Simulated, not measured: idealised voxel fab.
A process module follows: voxel ribs on slabs.
Square cells of 5 nm make up the cross-section cut, whose width is 155 nm.
Reading order for cross-sections: top band down to bottom band. Underlying form: a grid of square cells. Band size: one or more rows of cells.
This entry defines a band. It first specifies the height of the band's top and the height of its bottom in nm, and then specifies the band's materials from left to right, stating each material with its width in nm. The word "all across" identifies a single material that fills the band from edge to edge, while the word "empty" identifies empty space.
Height is counted from the level 0, under which the received wafer is composed throughout of one material. The lowest of the bands is not closed at the bottom but continues downward, in the notation "0 down".
Width: "30->40" (first number = top row, second number = bottom row, same change from row to row of cells).
"no change" after a step means that no cell of the cross-section changed.
"Closed cavity list" means: voids of 8 cells or more that are shut off from the top with no open way through. Written width x height at distance, distance from the left edge, in nm.
Note: text after step settings on the step line = simulator remark on that step.
Among the settings permitted on a step's line is "overlay nm"; applied to a step with a mask, it specifies the extent to which the mask lay to the right of its planned position, whereas a negative figure signifies a position to the left.
Plan
1. RECEIVE | material Si
2. DIRECTIONAL_DEP | material SiO2 | thk nm 25
3. DIRECTIONAL_DEP | material SiN | thk nm 25
4. DIRECTIONAL_DEP | material aC | thk nm 10
5. PATTERN | tone cover | mask id RIB | material resist | width nm 25 | thk nm 25 | overlay nm 0
6. DIRECTIONAL_ETCH | etch materials aC | depth nm 10
7. STRIP | etch materials resist
8. DIRECTIONAL_ETCH | etch materials SiN | depth nm 5
9. STRIP | etch materials aC
10. PATTERN | tone cover | mask id SLAB | material resist | width nm 65 | thk nm 15 | overlay nm 0
11. DIRECTIONAL_ETCH | etch materials SiN | depth nm 20
12. STRIP | etch materials resist
13. FILL_DEP | material SiO2 | thk nm 20
14. CMP | height nm 65
15. DIRECTIONAL_DEP | material TiN | thk nm 10
16. DIRECTIONAL_DEP | material aC | thk nm 10
17. PATTERN | tone cover | mask id HEATER | material resist | width nm 35 | thk nm 25 | overlay nm 0
18. DIRECTIONAL_ETCH | etch materials aC | depth nm 10
19. STRIP | etch materials resist
20. DIRECTIONAL_ETCH | etch materials TiN | depth nm 10
21. STRIP | etch materials aC
22. CONFORMAL_DEP | material SiO2 | thk nm 5
Incoming wafer, cross-sectional view, post step 1
0 down = Si all across
Closed cavity list: none
First of two wafers: cross-section at end of module, run per plan
80 to 75 = empty: 55, SiO2: 45, empty: 55
75 to 70 = empty: 55, SiO2: 5, TiN: 35, SiO2: 5, empty: 55
70 to 65 = SiO2: 60, TiN: 35, SiO2: 60
65 to 50 = SiO2 all across
50 to 45 = SiO2: 65, SiN: 25, SiO2: 65
45 to 25 = SiO2: 45, SiN: 65, SiO2: 45
25 to 0 = SiO2 all across
0 down = Si all across
Closed cavity list: none
Wafer two, sectioned after the module: the first wafer's start, the first wafer's plan, and one mistake in how it was run
80 to 75 = empty: 55, SiO2: 45, empty: 55
75 to 70 = empty: 55, SiO2: 5, TiN: 35, SiO2: 5, empty: 55
70 to 65 = SiO2: 60, TiN: 35, SiO2: 60
65 to 50 = SiO2 all across
50 to 45 = SiO2: 65, SiN: 25, SiO2: 65
45 to 25 = SiO2: 45, SiN: 65, SiO2: 45
25 to 0 = aC all across
0 down = Si all across
Closed cavity list: none
Misprocessing identified: rather than as planned, step 2 actually ran as DIRECTIONAL_DEP | material aC | thk nm 25
Final difference in cells, second wafer against first, listed per material as more or fewer: SiO2: 155 fewer; aC: 155 more
